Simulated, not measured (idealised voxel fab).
Title: Process Module voxel wiring stack
Section shown: cut. Width: 240 nm. Cell size: 5 nm, square.
A cross-section is written here as square cells arranged in a grid, and it is given in bands from the top down, each band taking up one or more rows of cells.
Within each band entry, the heights of the top and of the bottom of the band appear first, in that order and in nm; the materials of the band then follow from left to right, each with its corresponding width in nm. The designation "all across" on a single material indicates that it fills the band from edge to edge; the designation "air" indicates empty space.
Heights are reckoned from 0. Under this level, the received wafer is all of one material. The bottommost band is open-ended downward, for example "0 nm and below".
Per-row width for "30->40": begins at first number (top row of band), ends at second number (bottom row), increment between rows held constant.
The cross-section has no changed cell in any step marked "all unchanged".
"Fully closed voids" - sealed voids, min. 8 cells, no opening to top; format: width x height at distance (distance from left edge; nm throughout).
Where a step's line continues beyond its settings, the continuation is a remark by the simulator itself on that step.
overlay nm: step with mask; distance mask lay right of planned place; negative value = left of planned place.

-- Steps planned for the process
1. RECEIVE,material Si
2. CONFORMAL_DEP,material SiO2,thk nm 15
3. DIRECTIONAL_DEP,material TiN,thk nm 5
4. DIRECTIONAL_DEP,material W,thk nm 20
5. PATTERN,tone cover,mask id METAL_1,material resist,width nm 25,pitch nm 45,thk nm 15,overlay nm 0
6. DIRECTIONAL_ETCH,etch materials W,depth nm 20
7. DIRECTIONAL_ETCH,etch materials TiN,depth nm 5
8. STRIP,etch materials resist
9. FILL_DEP,material SiO2,thk nm 10
10. CMP,height nm 40
11. CONFORMAL_DEP,material SiCN,thk nm 5
12. DIRECTIONAL_DEP,material SiO2,thk nm 25
13. MASKED_ETCH,tone open,mask id METAL_2_HOLES,width nm 15,pitch nm 90,etch materials SiO2,depth nm 25,overlay nm 0
14. PATTERN,tone open,mask id METAL_2,material resist,width nm 25,pitch nm 45,thk nm 15,overlay nm 0
15. DIRECTIONAL_ETCH,etch materials SiO2,depth nm 15
16. DIRECTIONAL_ETCH,etch materials SiCN,depth nm 5
17. STRIP,etch materials resist
18. CONFORMAL_DEP,material TiN,thk nm 5
19. FILL_DEP,material Cu,thk nm 10
20. CMP,height nm 70
21. CONFORMAL_DEP,material SiCN,thk nm 5
22. DIRECTIONAL_DEP,material SiO2,thk nm 35
23. DIRECTIONAL_DEP,material aC,thk nm 15
24. PATTERN,tone open,mask id METAL_3,material resist,width nm 25,pitch nm 45,thk nm 35,overlay nm 0
25. DIRECTIONAL_ETCH,etch materials aC,depth nm 15
26. STRIP,etch materials resist
27. DIRECTIONAL_ETCH,etch materials SiO2,depth nm 20
28. STRIP,etch materials aC
29. PATTERN,tone open,mask id METAL_3_HOLES,material resist,width nm 15,pitch nm 90,thk nm 20,overlay nm 0
30. DIRECTIONAL_ETCH,etch materials SiO2,depth nm 15
31. DIRECTIONAL_ETCH,etch materials SiCN,depth nm 5
32. STRIP,etch materials resist
33. CONFORMAL_DEP,material TiN,thk nm 5
34. FILL_DEP,material Ru,thk nm 10
35. CMP,height nm 110
36. CONFORMAL_DEP,material SiCN,thk nm 5
37. DIRECTIONAL_DEP,material SiO2,thk nm 25
38. DIRECTIONAL_DEP,material aC,thk nm 15
39. PATTERN,tone open,mask id METAL_4,material resist,width nm 25,pitch nm 45,thk nm 30,overlay nm 0
40. DIRECTIONAL_ETCH,etch materials aC,depth nm 15
41. STRIP,etch materials resist
42. DIRECTIONAL_ETCH,etch materials SiO2,depth nm 15
43. STRIP,etch materials aC
44. PATTERN,tone open,mask id METAL_4_HOLES,material resist,width nm 15,pitch nm 90,thk nm 20,overlay nm 0
45. DIRECTIONAL_ETCH,etch materials SiO2,depth nm 10
46. DIRECTIONAL_ETCH,etch materials SiCN,depth nm 5
47. STRIP,etch materials resist
48. CONFORMAL_DEP,material TiN,thk nm 5
49. FILL_DEP,material Cu,thk nm 10
50. CMP,height nm 140
51. CONFORMAL_DEP,material SiN,thk nm 5

-- Here's what the wafer looked like in cross-section when it arrived - that's after step 1
    0 nm and below = Si all across
    Fully closed voids: none

-- Below is the wafer in cross-section after the module was completed. It began from the starting point shown above and followed the plan shown above, except that one mistake was made while running it
    145 nm to 140 nm = SiN all across
    140 nm to 135 nm = 60 of SiCN  15 of TiN  75 of SiCN  15 of TiN  75 of SiCN
    135 nm to 110 nm = SiO2 all across
    110 nm to 95 nm = 60 of SiO2  5 of TiN  15 of Ru  5 of TiN  20 of SiO2  5 of TiN  15 of Ru  5 of TiN  20 of SiO2  5 of TiN  15 of Ru  5 of TiN  65 of SiO2
    95 nm to 90 nm = 60 of SiO2  5 of TiN  5 of Ru  15 of TiN  20 of SiO2  25 of TiN  20 of SiO2  5 of TiN  5 of Ru  15 of TiN  65 of SiO2
    90 nm to 75 nm = 60 of SiO2  5 of TiN  5 of Ru  5 of TiN  75 of SiO2  5 of TiN  5 of Ru  5 of TiN  75 of SiO2
    75 nm to 70 nm = 60 of SiCN  15 of TiN  75 of SiCN  15 of TiN  75 of SiCN
    70 nm to 60 nm = 60 of SiO2  5 of TiN  15 of Cu  5 of TiN  20 of SiO2  5 of TiN  15 of Cu  5 of TiN  20 of SiO2  5 of TiN  15 of Cu  5 of TiN  65 of SiO2
    60 nm to 55 nm = 60 of SiO2  5 of TiN  5 of Cu  15 of TiN  20 of SiO2  25 of TiN  20 of SiO2  5 of TiN  5 of Cu  15 of TiN  65 of SiO2
    55 nm to 45 nm = 60 of SiO2  5 of TiN  5 of Cu  5 of TiN  75 of SiO2  5 of TiN  5 of Cu  5 of TiN  75 of SiO2
    45 nm to 40 nm = 60 of SiCN  15 of TiN  75 of SiCN  15 of TiN  75 of SiCN
    40 nm to 20 nm = 60 of SiO2  25 of W  20 of SiO2  25 of W  20 of SiO2  25 of W  65 of SiO2
    20 nm to 15 nm = 60 of SiO2  25 of TiN  20 of SiO2  25 of TiN  20 of SiO2  25 of TiN  65 of SiO2
    15 nm to 0 nm = SiO2 all across
    0 nm and below = Si all across
    Fully closed voids: none
What was done differently from what was planned? the executed order of steps 36 and 37 is the reverse of that specified in the plan, each step having taken the other's position
